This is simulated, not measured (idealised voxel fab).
The following is a process module called voxel transistor to metal.
The figure presents cross-section cut, which has a width of 180 nm and is divided into square cells with an edge length of 5 nm.
A cross-section is a grid of square cells, given in bands from the top down. A band is one or more rows of cells.
Per band: top height and bottom height in nm, followed by the left-to-right materials and their widths in nm; "all across" marks a single material spanning edge to edge, "empty" marks empty space.
Heights are measured from 0, the level below which the as-received wafer is all one material; the lowest band has no bottom and continues downward, written as in "0 nm and below".
You'd read "30..40" like this: the band's top row of cells is as wide as the first number, its bottom row is as wide as the second, and going down, every row changes width by the same amount as the row before did.
Where a step carries "identical to before", the cross-section came out of it unchanged, cell for cell.
The label "Unvented cavities" introduces a list of the empty spaces, 8 cells or larger, that have no open way up to the top; each entry in it reads width x height at distance, where the distance is taken from the left edge and all three are stated in nm.
Where a step's line continues beyond its settings, the continuation is a remark by the simulator itself on that step.
Steps that use a mask can have "overlay nm" on their line. It says how far the mask sat to the right of where it was meant to be. Negative means to the left.

## The steps planned for the process are as follows
1: RECEIVE | material Si
2: OXIDIZE | depth nm 5
3: CONFORMAL_DEP | material SiN | thk nm 10
4: PATTERN | tone cover | mask id ACTIVE | material resist | width nm 95 | thk nm 15 | overlay nm 0
5: DIRECTIONAL_ETCH | etch materials SiN | depth nm 10
6: DIRECTIONAL_ETCH | etch materials SiO2 | depth nm 5
7: DIRECTIONAL_ETCH | etch materials Si | depth nm 25
8: STRIP | etch materials resist
9: OXIDIZE | depth nm 5
10: FILL_DEP | material SiO2 | thk nm 15
11: CMP | height nm 10
12: SELECTIVE_ETCH | etch materials SiO2 | depth nm 5
13: STRIP | etch materials SiN
14: SELECTIVE_ETCH | etch materials SiO2 | depth nm 5
15: OXIDIZE | depth nm 5
16: DIRECTIONAL_DEP | material polySi | thk nm 20
17: DIRECTIONAL_DEP | material SiCN | thk nm 10
18: MASKED_ETCH | tone cover | mask id GATE | width nm 15 | etch materials SiCN | depth nm 20 | overlay nm 0
19: MASKED_ETCH | tone cover | mask id GATE | width nm 15 | etch materials polySi | depth nm 30 | overlay nm 0
20: CONFORMAL_DEP | material SiO2 | thk nm 5
21: DIRECTIONAL_ETCH | etch materials SiO2 | depth nm 5
22: CONFORMAL_DEP | material SiN | thk nm 10
23: DIRECTIONAL_ETCH | etch materials SiN | depth nm 10
24: DIRECTIONAL_ETCH | etch materials SiO2 | depth nm 5
25: DIRECTIONAL_ETCH | etch materials Si | depth nm 15
26: EPI | material nSi | thk nm 20
27: FILL_DEP | material SiO2 | thk nm 5
28: CMP | height nm 25
29: DIRECTIONAL_DEP | material SiO2 | thk nm 10
30: PATTERN | tone open | mask id CONTACT | material resist | width nm 25 | pitch nm 50 | thk nm 15 | overlay nm 0
31: DIRECTIONAL_ETCH | etch materials SiO2 | depth nm 25
32: STRIP | etch materials resist
33: CONFORMAL_DEP | material TiN | thk nm 5
34: FILL_DEP | material Ru | thk nm 5
35: CMP | height nm 35
36: CONFORMAL_DEP | material SiN | thk nm 5
37: DIRECTIONAL_DEP | material lowk | thk nm 20
38: PATTERN | tone open | mask id METAL_1 | material resist | width nm 15 | pitch nm 60 | thk nm 20 | overlay nm 0
39: DIRECTIONAL_ETCH | etch materials lowk | depth nm 20
40: DIRECTIONAL_ETCH | etch materials SiN | depth nm 5
41: STRIP | etch materials resist
42: CONFORMAL_DEP | material TiN | thk nm 5
43: FILL_DEP | material W | thk nm 5
44: CMP | height nm 60
45: CONFORMAL_DEP | material SiCN | thk nm 5

## The first of two wafers, run as planned

## Delivered wafer in cross-section: state after step 1
    0 nm and below = Si all across
    Unvented cavities: none

## Cross-sectional representation of the wafer at the conclusion of step 2
    0 nm to -5 nm = SiO2 all across
    Nothing below the height -5 has changed.

## Cross-sectional representation of the wafer at the conclusion of step 3
    10 nm to 0 nm = SiN all across
    Nothing below the height 0 has changed.

## Cross-sectional representation of the wafer at the conclusion of step 4
    25 nm to 10 nm = 40 of empty, 95 of resist, 45 of empty
    Nothing below the height 10 has changed.

## Cross-sectional representation of the wafer at the conclusion of step 5
    25 nm to 10 nm = 40 of empty, 95 of resist, 45 of empty
    10 nm to 0 nm = 40 of empty, 95 of SiN, 45 of empty
    Nothing below the height 0 has changed.

## Cross-sectional representation of the wafer at the conclusion of step 6
    25 nm to 10 nm = 40 of empty, 95 of resist, 45 of empty
    10 nm to 0 nm = 40 of empty, 95 of SiN, 45 of empty
    0 nm to -5 nm = 40 of empty, 95 of SiO2, 45 of empty
    Nothing below the height -5 has changed.

## Cross-sectional representation of the wafer at the conclusion of step 7
    25 nm to 10 nm = 40 of empty, 95 of resist, 45 of empty
    10 nm to 0 nm = 40 of empty, 95 of SiN, 45 of empty
    0 nm to -5 nm = 40 of empty, 95 of SiO2, 45 of empty
    -5 nm to -30 nm = 40 of empty, 95 of Si, 45 of empty
    Nothing below the height -30 has changed.

## Cross-sectional representation of the wafer at the conclusion of step 8
    10 nm to 0 nm = 40 of empty, 95 of SiN, 45 of empty
    Nothing below the height 0 has changed.

## Cross-sectional representation of the wafer at the conclusion of step 9
    10 nm to 0 nm = 40 of empty, 95 of SiN, 45 of empty
    0 nm to -5 nm = 40 of empty, 95 of SiO2, 45 of empty
    -5 nm to -30 nm = 40 of empty, 5 of SiO2, 85 of Si, 5 of SiO2, 45 of empty
    -30 nm to -35 nm = 45 of SiO2, 85 of Si, 50 of SiO2
    Nothing below the height -35 has changed.

## Cross-sectional representation of the wafer at the conclusion of step 10
    25 nm to 10 nm = SiO2 all across
    10 nm to 0 nm = 40 of SiO2, 95 of SiN, 45 of SiO2
    0 nm to -5 nm = SiO2 all across
    -5 nm to -35 nm = 45 of SiO2, 85 of Si, 50 of SiO2
    Nothing below the height -35 has changed.

## Cross-sectional representation of the wafer at the conclusion of step 11
    10 nm to 0 nm = 40 of SiO2, 95 of SiN, 45 of SiO2
    Nothing below the height 0 has changed.

## Cross-sectional representation of the wafer at the conclusion of step 12
    10 nm to 5 nm = 40 of empty, 95 of SiN, 45 of empty
    Nothing below the height 5 has changed.

## Cross-sectional representation of the wafer at the conclusion of step 13
    5 nm to 0 nm = 40 of SiO2, 95 of empty, 45 of SiO2
    Nothing below the height 0 has changed.

## Cross-sectional representation of the wafer at the conclusion of step 14
    0 nm to -5 nm = 35 of SiO2, 105 of empty, 40 of SiO2
    Nothing below the height -5 has changed.

## Cross-sectional representation of the wafer at the conclusion of step 15
    0 nm to -5 nm = 35 of SiO2, 105 of empty, 40 of SiO2
    -5 nm to -10 nm = SiO2 all across
    Nothing below the height -10 has changed.

## Cross-sectional representation of the wafer at the conclusion of step 16
    20 nm to 15 nm = 35 of polySi, 105 of empty, 40 of polySi
    15 nm to 0 nm = polySi all across
    0 nm to -5 nm = 35 of SiO2, 105 of polySi, 40 of SiO2
    Nothing below the height -5 has changed.

## Cross-sectional representation of the wafer at the conclusion of step 17
    30 nm to 25 nm = 35 of SiCN, 105 of empty, 40 of SiCN
    25 nm to 20 nm = SiCN all across
    20 nm to 15 nm = 35 of polySi, 105 of SiCN, 40 of polySi
    Nothing below the height 15 has changed.

## Cross-sectional representation of the wafer at the conclusion of step 18
    25 nm to 20 nm = 80 of empty, 15 of SiCN, 85 of empty
    20 nm to 15 nm = 35 of polySi, 45 of empty, 15 of SiCN, 45 of empty, 40 of polySi
    Nothing below the height 15 has changed.

## Cross-sectional representation of the wafer at the conclusion of step 19
    25 nm to 15 nm = 80 of empty, 15 of SiCN, 85 of empty
    15 nm to 0 nm = 80 of empty, 15 of polySi, 85 of empty
    0 nm to -5 nm = 35 of SiO2, 45 of empty, 15 of polySi, 45 of empty, 40 of SiO2
    Nothing below the height -5 has changed.

## Cross-sectional representation of the wafer at the conclusion of step 20
    30 nm to 25 nm = 75 of empty, 25 of SiO2, 80 of empty
    25 nm to 15 nm = 75 of empty, 5 of SiO2, 15 of SiCN, 5 of SiO2, 80 of empty
    15 nm to 5 nm = 75 of empty, 5 of SiO2, 15 of polySi, 5 of SiO2, 80 of empty
    5 nm to 0 nm = 40 of SiO2, 35 of empty, 5 of SiO2, 15 of polySi, 5 of SiO2, 35 of empty, 45 of SiO2
    0 nm to -5 nm = 80 of SiO2, 15 of polySi, 85 of SiO2
    Nothing below the height -5 has changed.

## Cross-sectional representation of the wafer at the conclusion of step 21
    25 nm to 15 nm = 75 of empty, 5 of SiO2, 15 of SiCN, 5 of SiO2, 80 of empty
    15 nm to 0 nm = 75 of empty, 5 of SiO2, 15 of polySi, 5 of SiO2, 80 of empty
    0 nm to -5 nm = 40 of SiO2, 35 of empty, 5 of SiO2, 15 of polySi, 5 of SiO2, 35 of empty, 45 of SiO2
    Nothing below the height -5 has changed.

## Cross-sectional representation of the wafer at the conclusion of step 22
    35 nm to 25 nm = 65 of empty, 45 of SiN, 70 of empty
    25 nm to 15 nm = 65 of empty, 10 of SiN, 5 of SiO2, 15 of SiCN, 5 of SiO2, 10 of SiN, 70 of empty
    15 nm to 10 nm = 65 of empty, 10 of SiN, 5 of SiO2, 15 of polySi, 5 of SiO2, 10 of SiN, 70 of empty
    10 nm to 5 nm = 50 of SiN, 15 of empty, 10 of SiN, 5 of SiO2, 15 of polySi, 5 of SiO2, 10 of SiN, 15 of empty, 55 of SiN
    5 nm to 0 nm = 75 of SiN, 5 of SiO2, 15 of polySi, 5 of SiO2, 80 of SiN
    0 nm to -5 nm = 40 of SiO2, 35 of SiN, 5 of SiO2, 15 of polySi, 5 of SiO2, 35 of SiN, 45 of SiO2
    Nothing below the height -5 has changed.

## Cross-sectional representation of the wafer at the conclusion of step 23
    25 nm to 15 nm = 65 of empty, 10 of SiN, 5 of SiO2, 15 of SiCN, 5 of SiO2, 10 of SiN, 70 of empty
    15 nm to 0 nm = 65 of empty, 10 of SiN, 5 of SiO2, 15 of polySi, 5 of SiO2, 10 of SiN, 70 of empty
    0 nm to -5 nm = 40 of SiO2, 10 of SiN, 15 of empty, 10 of SiN, 5 of SiO2, 15 of polySi, 5 of SiO2, 10 of SiN, 15 of empty, 10 of SiN, 45 of SiO2
    Nothing below the height -5 has changed.

## Cross-sectional representation of the wafer at the conclusion of step 24
    25 nm to 20 nm = 65 of empty, 10 of SiN, 5 of empty, 15 of SiCN, 5 of empty, 10 of SiN, 70 of empty
    20 nm to 15 nm = 65 of empty, 10 of SiN, 5 of SiO2, 15 of SiCN, 5 of SiO2, 10 of SiN, 70 of empty
    15 nm to 0 nm = 65 of empty, 10 of SiN, 5 of SiO2, 15 of polySi, 5 of SiO2, 10 of SiN, 70 of empty
    0 nm to -5 nm = 40 of empty, 10 of SiN, 15 of empty, 10 of SiN, 5 of SiO2, 15 of polySi, 5 of SiO2, 10 of SiN, 15 of empty, 10 of SiN, 45 of empty
    -5 nm to -10 nm = 50 of SiO2, 15 of empty, 45 of SiO2, 15 of empty, 55 of SiO2
    Nothing below the height -10 has changed.

## Cross-sectional representation of the wafer at the conclusion of step 25
    25 nm to 20 nm = 65 of empty, 10 of SiN, 5 of empty, 15 of SiCN, 5 of empty, 10 of SiN, 70 of empty
    20 nm to 15 nm = 65 of empty, 10 of SiN, 5 of SiO2, 15 of SiCN, 5 of SiO2, 10 of SiN, 70 of empty
    15 nm to 0 nm = 65 of empty, 10 of SiN, 5 of SiO2, 15 of polySi, 5 of SiO2, 10 of SiN, 70 of empty
    0 nm to -5 nm = 40 of empty, 10 of SiN, 15 of empty, 10 of SiN, 5 of SiO2, 15 of polySi, 5 of SiO2, 10 of SiN, 15 of empty, 10 of SiN, 45 of empty
    -5 nm to -10 nm = 50 of SiO2, 15 of empty, 45 of SiO2, 15 of empty, 55 of SiO2
    -10 nm to -25 nm = 45 of SiO2, 5 of Si, 15 of empty, 45 of Si, 15 of empty, 5 of Si, 50 of SiO2
    Nothing below the height -25 has changed.

## Cross-sectional representation of the wafer at the conclusion of step 26
    25 nm to 20 nm = 65 of empty, 10 of SiN, 5 of empty, 15 of SiCN, 5 of empty, 10 of SiN, 70 of empty
    20 nm to 15 nm = 65 of empty, 10 of SiN, 5 of SiO2, 15 of SiCN, 5 of SiO2, 10 of SiN, 70 of empty
    15 nm to 10 nm = 65 of empty, 10 of SiN, 5 of SiO2, 15 of polySi, 5 of SiO2, 10 of SiN, 70 of empty
    10 nm to 0 nm = 40 of empty, 25 of nSi, 10 of SiN, 5 of SiO2, 15 of polySi, 5 of SiO2, 10 of SiN, 25 of nSi, 45 of empty
    0 nm to -5 nm = 40 of empty, 10 of SiN, 15 of nSi, 10 of SiN, 5 of SiO2, 15 of polySi, 5 of SiO2, 10 of SiN, 15 of nSi, 10 of SiN, 45 of empty
    -5 nm to -10 nm = 50 of SiO2, 15 of nSi, 45 of SiO2, 15 of nSi, 55 of SiO2
    -10 nm to -25 nm = 45 of SiO2, 5 of Si, 15 of nSi, 45 of Si, 15 of nSi, 5 of Si, 50 of SiO2
    Nothing below the height -25 has changed.

## Cross-sectional representation of the wafer at the conclusion of step 27
    30 nm to 25 nm = SiO2 all across
    25 nm to 15 nm = 65 of SiO2, 10 of SiN, 5 of SiO2, 15 of SiCN, 5 of SiO2, 10 of SiN, 70 of SiO2
    15 nm to 10 nm = 65 of SiO2, 10 of SiN, 5 of SiO2, 15 of polySi, 5 of SiO2, 10 of SiN, 70 of SiO2
    10 nm to 0 nm = 40 of SiO2, 25 of nSi, 10 of SiN, 5 of SiO2, 15 of polySi, 5 of SiO2, 10 of SiN, 25 of nSi, 45 of SiO2
    0 nm to -5 nm = 40 of SiO2, 10 of SiN, 15 of nSi, 10 of SiN, 5 of SiO2, 15 of polySi, 5 of SiO2, 10 of SiN, 15 of nSi, 10 of SiN, 45 of SiO2
    Nothing below the height -5 has changed.

## Cross-sectional representation of the wafer at the conclusion of step 28
    25 nm to 15 nm = 65 of SiO2, 10 of SiN, 5 of SiO2, 15 of SiCN, 5 of SiO2, 10 of SiN, 70 of SiO2
    Nothing below the height 15 has changed.

## Cross-sectional representation of the wafer at the conclusion of step 29
    35 nm to 25 nm = SiO2 all across
    Nothing below the height 25 has changed.

## Cross-sectional representation of the wafer at the conclusion of step 30
    50 nm to 35 nm = 50 of resist, 25 of empty, 25 of resist, 25 of empty, 55 of resist
    Nothing below the height 35 has changed.

## Cross-sectional representation of the wafer at the conclusion of step 31
    50 nm to 35 nm = 50 of resist, 25 of empty, 25 of resist, 25 of empty, 55 of resist
    35 nm to 25 nm = 50 of SiO2, 25 of empty, 25 of SiO2, 25 of empty, 55 of SiO2
    25 nm to 15 nm = 50 of SiO2, 15 of empty, 10 of SiN, 5 of SiO2, 15 of SiCN, 5 of SiO2, 10 of SiN, 15 of empty, 55 of SiO2
    15 nm to 10 nm = 50 of SiO2, 15 of empty, 10 of SiN, 5 of SiO2, 15 of polySi, 5 of SiO2, 10 of SiN, 15 of empty, 55 of SiO2
    Nothing below the height 10 has changed.

## Cross-sectional representation of the wafer at the conclusion of step 32
    35 nm to 25 nm = 50 of SiO2, 25 of empty, 25 of SiO2, 25 of empty, 55 of SiO2
    Nothing below the height 25 has changed.

## Cross-sectional representation of the wafer at the conclusion of step 33
    40 nm to 35 nm = 55 of TiN, 15 of empty, 35 of TiN, 15 of empty, 60 of TiN
    35 nm to 25 nm = 50 of SiO2, 5 of TiN, 15..5 of empty, 5..15 of TiN, 25 of SiO2, 5..15 of TiN, 15..5 of empty, 5 of TiN, 55 of SiO2
    25 nm to 15 nm = 50 of SiO2, 5 of TiN, 5 of empty, 5 of TiN, 10 of SiN, 5 of SiO2, 15 of SiCN, 5 of SiO2, 10 of SiN, 5 of TiN, 5 of empty, 5 of TiN, 55 of SiO2
    15 nm to 10 nm = 50 of SiO2, 15 of TiN, 10 of SiN, 5 of SiO2, 15 of polySi, 5 of SiO2, 10 of SiN, 15 of TiN, 55 of SiO2
    Nothing below the height 10 has changed.

## Cross-sectional representation of the wafer at the conclusion of step 34
    45 nm to 40 nm = Ru all across
    40 nm to 35 nm = 55 of TiN, 15 of Ru, 35 of TiN, 15 of Ru, 60 of TiN
    35 nm to 25 nm = 50 of SiO2, 5 of TiN, 15..5 of Ru, 5..15 of TiN, 25 of SiO2, 5..15 of TiN, 15..5 of Ru, 5 of TiN, 55 of SiO2
    25 nm to 15 nm = 50 of SiO2, 5 of TiN, 5 of Ru, 5 of TiN, 10 of SiN, 5 of SiO2, 15 of SiCN, 5 of SiO2, 10 of SiN, 5 of TiN, 5 of Ru, 5 of TiN, 55 of SiO2
    Nothing below the height 15 has changed.

## Cross-sectional representation of the wafer at the conclusion of step 35
    35 nm to 25 nm = 50 of SiO2, 5 of TiN, 15..5 of Ru, 5..15 of TiN, 25 of SiO2, 5..15 of TiN, 15..5 of Ru, 5 of TiN, 55 of SiO2
    Nothing below the height 25 has changed.

## Cross-sectional representation of the wafer at the conclusion of step 36
    40 nm to 35 nm = SiN all across
    Nothing below the height 35 has changed.

## Cross-sectional representation of the wafer at the conclusion of step 37
    60 nm to 40 nm = lowk all across
    Nothing below the height 40 has changed.

## Cross-sectional representation of the wafer at the conclusion of step 38
    80 nm to 60 nm = 50 of resist, 15 of empty, 45 of resist, 15 of empty, 55 of resist
    Nothing below the height 60 has changed.

## Cross-sectional representation of the wafer at the conclusion of step 39
    80 nm to 60 nm = 50 of resist, 15 of empty, 45 of resist, 15 of empty, 55 of resist
    60 nm to 40 nm = 50 of lowk, 15 of empty, 45 of lowk, 15 of empty, 55 of lowk
    Nothing below the height 40 has changed.

## Cross-sectional representation of the wafer at the conclusion of step 40
    80 nm to 60 nm = 50 of resist, 15 of empty, 45 of resist, 15 of empty, 55 of resist
    60 nm to 40 nm = 50 of lowk, 15 of empty, 45 of lowk, 15 of empty, 55 of lowk
    40 nm to 35 nm = 50 of SiN, 15 of empty, 45 of SiN, 15 of empty, 55 of SiN
    Nothing below the height 35 has changed.

## Cross-sectional representation of the wafer at the conclusion of step 41
    60 nm to 40 nm = 50 of lowk, 15 of empty, 45 of lowk, 15 of empty, 55 of lowk
    Nothing below the height 40 has changed.

## Cross-sectional representation of the wafer at the conclusion of step 42
    65 nm to 60 nm = 55 of TiN, 5 of empty, 55 of TiN, 5 of empty, 60 of TiN
    60 nm to 40 nm = 50 of lowk, 5 of TiN, 5 of empty, 5 of TiN, 45 of lowk, 5 of TiN, 5 of empty, 5 of TiN, 55 of lowk
    40 nm to 35 nm = 50 of SiN, 15 of TiN, 45 of SiN, 15 of TiN, 55 of SiN
    Nothing below the height 35 has changed.

## Cross-sectional representation of the wafer at the conclusion of step 43
    70 nm to 65 nm = W all across
    65 nm to 60 nm = 55 of TiN, 5 of W, 55 of TiN, 5 of W, 60 of TiN
    60 nm to 40 nm = 50 of lowk, 5 of TiN, 5 of W, 5 of TiN, 45 of lowk, 5 of TiN, 5 of W, 5 of TiN, 55 of lowk
    Nothing below the height 40 has changed.

## Cross-sectional representation of the wafer at the conclusion of step 44
    60 nm to 40 nm = 50 of lowk, 5 of TiN, 5 of W, 5 of TiN, 45 of lowk, 5 of TiN, 5 of W, 5 of TiN, 55 of lowk
    Nothing below the height 40 has changed.

## Cross-sectional representation of the wafer at the conclusion of step 45
    65 nm to 60 nm = SiCN all across
    Nothing below the height 60 has changed.

## Second of two: same start, same plan, one run error; steps up to and including 10 match the first

Here is the second wafer in cross-section at the point where step 11 of the plan should have been done: identical to before

## Here is the second wafer in cross-section at the point where step 12 of the plan should have been done
    20 nm to 10 nm = SiO2 all across
    Nothing below the height 10 has changed.

Here is the second wafer in cross-section at the point where step 13 of the plan should have been done: identical to before

## Here is the second wafer in cross-section at the point where step 14 of the plan should have been done
    15 nm to 10 nm = SiO2 all across
    Nothing below the height 10 has changed.

Here is the second wafer in cross-section at the point where step 15 of the plan should have been done: identical to before

## Here is the second wafer in cross-section at the point where step 16 of the plan should have been done
    35 nm to 15 nm = polySi all across
    Nothing below the height 15 has changed.

## Here is the second wafer in cross-section at the point where step 17 of the plan should have been done
    45 nm to 35 nm = SiCN all across
    Nothing below the height 35 has changed.

## Here is the second wafer in cross-section at the point where step 18 of the plan should have been done
    45 nm to 35 nm = 80 of empty, 15 of SiCN, 85 of empty
    Nothing below the height 35 has changed.

## Here is the second wafer in cross-section at the point where step 19 of the plan should have been done
    45 nm to 35 nm = 80 of empty, 15 of SiCN, 85 of empty
    35 nm to 15 nm = 80 of empty, 15 of polySi, 85 of empty
    Nothing below the height 15 has changed.

## Here is the second wafer in cross-section at the point where step 20 of the plan should have been done
    50 nm to 45 nm = 75 of empty, 25 of SiO2, 80 of empty
    45 nm to 35 nm = 75 of empty, 5 of SiO2, 15 of SiCN, 5 of SiO2, 80 of empty
    35 nm to 20 nm = 75 of empty, 5 of SiO2, 15 of polySi, 5 of SiO2, 80 of empty
    20 nm to 15 nm = 80 of SiO2, 15 of polySi, 85 of SiO2
    Nothing below the height 15 has changed.

## Here is the second wafer in cross-section at the point where step 21 of the plan should have been done
    45 nm to 35 nm = 75 of empty, 5 of SiO2, 15 of SiCN, 5 of SiO2, 80 of empty
    35 nm to 15 nm = 75 of empty, 5 of SiO2, 15 of polySi, 5 of SiO2, 80 of empty
    Nothing below the height 15 has changed.

## Here is the second wafer in cross-section at the point where step 22 of the plan should have been done
    55 nm to 45 nm = 65 of empty, 45 of SiN, 70 of empty
    45 nm to 35 nm = 65 of empty, 10 of SiN, 5 of SiO2, 15 of SiCN, 5 of SiO2, 10 of SiN, 70 of empty
    35 nm to 25 nm = 65 of empty, 10 of SiN, 5 of SiO2, 15 of polySi, 5 of SiO2, 10 of SiN, 70 of empty
    25 nm to 15 nm = 75 of SiN, 5 of SiO2, 15 of polySi, 5 of SiO2, 80 of SiN
    Nothing below the height 15 has changed.

## Here is the second wafer in cross-section at the point where step 23 of the plan should have been done
    45 nm to 35 nm = 65 of empty, 10 of SiN, 5 of SiO2, 15 of SiCN, 5 of SiO2, 10 of SiN, 70 of empty
    35 nm to 15 nm = 65 of empty, 10 of SiN, 5 of SiO2, 15 of polySi, 5 of SiO2, 10 of SiN, 70 of empty
    Nothing below the height 15 has changed.

## Here is the second wafer in cross-section at the point where step 24 of the plan should have been done
    45 nm to 40 nm = 65 of empty, 10 of SiN, 5 of empty, 15 of SiCN, 5 of empty, 10 of SiN, 70 of empty
    40 nm to 35 nm = 65 of empty, 10 of SiN, 5 of SiO2, 15 of SiCN, 5 of SiO2, 10 of SiN, 70 of empty
    35 nm to 15 nm = 65 of empty, 10 of SiN, 5 of SiO2, 15 of polySi, 5 of SiO2, 10 of SiN, 70 of empty
    15 nm to 10 nm = 65 of empty, 45 of SiO2, 70 of empty
    Nothing below the height 10 has changed.

Here is the second wafer in cross-section at the point where step 25 of the plan should have been done: identical to before

Here is the second wafer in cross-section at the point where step 26 of the plan should have been done: identical to before

## Here is the second wafer in cross-section at the point where step 27 of the plan should have been done
    50 nm to 45 nm = SiO2 all across
    45 nm to 35 nm = 65 of SiO2, 10 of SiN, 5 of SiO2, 15 of SiCN, 5 of SiO2, 10 of SiN, 70 of SiO2
    35 nm to 15 nm = 65 of SiO2, 10 of SiN, 5 of SiO2, 15 of polySi, 5 of SiO2, 10 of SiN, 70 of SiO2
    15 nm to 10 nm = SiO2 all across
    Nothing below the height 10 has changed.

## Here is the second wafer in cross-section at the point where step 28 of the plan should have been done
    25 nm to 15 nm = 65 of SiO2, 10 of SiN, 5 of SiO2, 15 of polySi, 5 of SiO2, 10 of SiN, 70 of SiO2
    Nothing below the height 15 has changed.

## Here is the second wafer in cross-section at the point where step 29 of the plan should have been done
    35 nm to 25 nm = SiO2 all across
    Nothing below the height 25 has changed.

## Here is the second wafer in cross-section at the point where step 30 of the plan should have been done
    50 nm to 35 nm = 50 of resist, 25 of empty, 25 of resist, 25 of empty, 55 of resist
    Nothing below the height 35 has changed.

## Here is the second wafer in cross-section at the point where step 31 of the plan should have been done
    50 nm to 35 nm = 50 of resist, 25 of empty, 25 of resist, 25 of empty, 55 of resist
    35 nm to 25 nm = 50 of SiO2, 25 of empty, 25 of SiO2, 25 of empty, 55 of SiO2
    25 nm to 15 nm = 50 of SiO2, 15 of empty, 10 of SiN, 5 of SiO2, 15 of polySi, 5 of SiO2, 10 of SiN, 15 of empty, 55 of SiO2
    15 nm to 10 nm = 50 of SiO2, 15 of empty, 45 of SiO2, 15 of empty, 55 of SiO2
    Nothing below the height 10 has changed.

## Here is the second wafer in cross-section at the point where step 32 of the plan should have been done
    35 nm to 25 nm = 50 of SiO2, 25 of empty, 25 of SiO2, 25 of empty, 55 of SiO2
    Nothing below the height 25 has changed.

## Here is the second wafer in cross-section at the point where step 33 of the plan should have been done
    40 nm to 35 nm = 55 of TiN, 15 of empty, 35 of TiN, 15 of empty, 60 of TiN
    35 nm to 25 nm = 50 of SiO2, 5 of TiN, 15..5 of empty, 5..15 of TiN, 25 of SiO2, 5..15 of TiN, 15..5 of empty, 5 of TiN, 55 of SiO2
    25 nm to 15 nm = 50 of SiO2, 5 of TiN, 5 of empty, 5 of TiN, 10 of SiN, 5 of SiO2, 15 of polySi, 5 of SiO2, 10 of SiN, 5 of TiN, 5 of empty, 5 of TiN, 55 of SiO2
    15 nm to 10 nm = 50 of SiO2, 15 of TiN, 45 of SiO2, 15 of TiN, 55 of SiO2
    Nothing below the height 10 has changed.

## Here is the second wafer in cross-section at the point where step 34 of the plan should have been done
    45 nm to 40 nm = Ru all across
    40 nm to 35 nm = 55 of TiN, 15 of Ru, 35 of TiN, 15 of Ru, 60 of TiN
    35 nm to 25 nm = 50 of SiO2, 5 of TiN, 15..5 of Ru, 5..15 of TiN, 25 of SiO2, 5..15 of TiN, 15..5 of Ru, 5 of TiN, 55 of SiO2
    25 nm to 15 nm = 50 of SiO2, 5 of TiN, 5 of Ru, 5 of TiN, 10 of SiN, 5 of SiO2, 15 of polySi, 5 of SiO2, 10 of SiN, 5 of TiN, 5 of Ru, 5 of TiN, 55 of SiO2
    Nothing below the height 15 has changed.

## Here is the second wafer in cross-section at the point where step 35 of the plan should have been done
    35 nm to 25 nm = 50 of SiO2, 5 of TiN, 15..5 of Ru, 5..15 of TiN, 25 of SiO2, 5..15 of TiN, 15..5 of Ru, 5 of TiN, 55 of SiO2
    Nothing below the height 25 has changed.

## Here is the second wafer in cross-section at the point where step 36 of the plan should have been done
    40 nm to 35 nm = SiN all across
    Nothing below the height 35 has changed.

## Here is the second wafer in cross-section at the point where step 37 of the plan should have been done
    60 nm to 40 nm = lowk all across
    Nothing below the height 40 has changed.

## Here is the second wafer in cross-section at the point where step 38 of the plan should have been done
    80 nm to 60 nm = 50 of resist, 15 of empty, 45 of resist, 15 of empty, 55 of resist
    Nothing below the height 60 has changed.

## Here is the second wafer in cross-section at the point where step 39 of the plan should have been done
    80 nm to 60 nm = 50 of resist, 15 of empty, 45 of resist, 15 of empty, 55 of resist
    60 nm to 40 nm = 50 of lowk, 15 of empty, 45 of lowk, 15 of empty, 55 of lowk
    Nothing below the height 40 has changed.

## Here is the second wafer in cross-section at the point where step 40 of the plan should have been done
    80 nm to 60 nm = 50 of resist, 15 of empty, 45 of resist, 15 of empty, 55 of resist
    60 nm to 40 nm = 50 of lowk, 15 of empty, 45 of lowk, 15 of empty, 55 of lowk
    40 nm to 35 nm = 50 of SiN, 15 of empty, 45 of SiN, 15 of empty, 55 of SiN
    Nothing below the height 35 has changed.

## Here is the second wafer in cross-section at the point where step 41 of the plan should have been done
    60 nm to 40 nm = 50 of lowk, 15 of empty, 45 of lowk, 15 of empty, 55 of lowk
    Nothing below the height 40 has changed.

## Here is the second wafer in cross-section at the point where step 42 of the plan should have been done
    65 nm to 60 nm = 55 of TiN, 5 of empty, 55 of TiN, 5 of empty, 60 of TiN
    60 nm to 40 nm = 50 of lowk, 5 of TiN, 5 of empty, 5 of TiN, 45 of lowk, 5 of TiN, 5 of empty, 5 of TiN, 55 of lowk
    40 nm to 35 nm = 50 of SiN, 15 of TiN, 45 of SiN, 15 of TiN, 55 of SiN
    Nothing below the height 35 has changed.

## Here is the second wafer in cross-section at the point where step 43 of the plan should have been done
    70 nm to 65 nm = W all across
    65 nm to 60 nm = 55 of TiN, 5 of W, 55 of TiN, 5 of W, 60 of TiN
    60 nm to 40 nm = 50 of lowk, 5 of TiN, 5 of W, 5 of TiN, 45 of lowk, 5 of TiN, 5 of W, 5 of TiN, 55 of lowk
    Nothing below the height 40 has changed.

## Here is the second wafer in cross-section at the point where step 44 of the plan should have been done
    60 nm to 40 nm = 50 of lowk, 5 of TiN, 5 of W, 5 of TiN, 45 of lowk, 5 of TiN, 5 of W, 5 of TiN, 55 of lowk
    Nothing below the height 40 has changed.

## Here is the second wafer in cross-section at the point where step 45 of the plan should have been done
    65 nm to 60 nm = SiCN all across
    Nothing below the height 60 has changed.
Error vs. plan: step 11 of the plan was omitted and not executed
Wafer comparison, final, in cells, second relative to first, materials more or fewer: 35 more of Si; 6 fewer of SiCN; 18 more of SiN; 9 more of SiO2; 50 fewer of nSi; 6 fewer of polySi
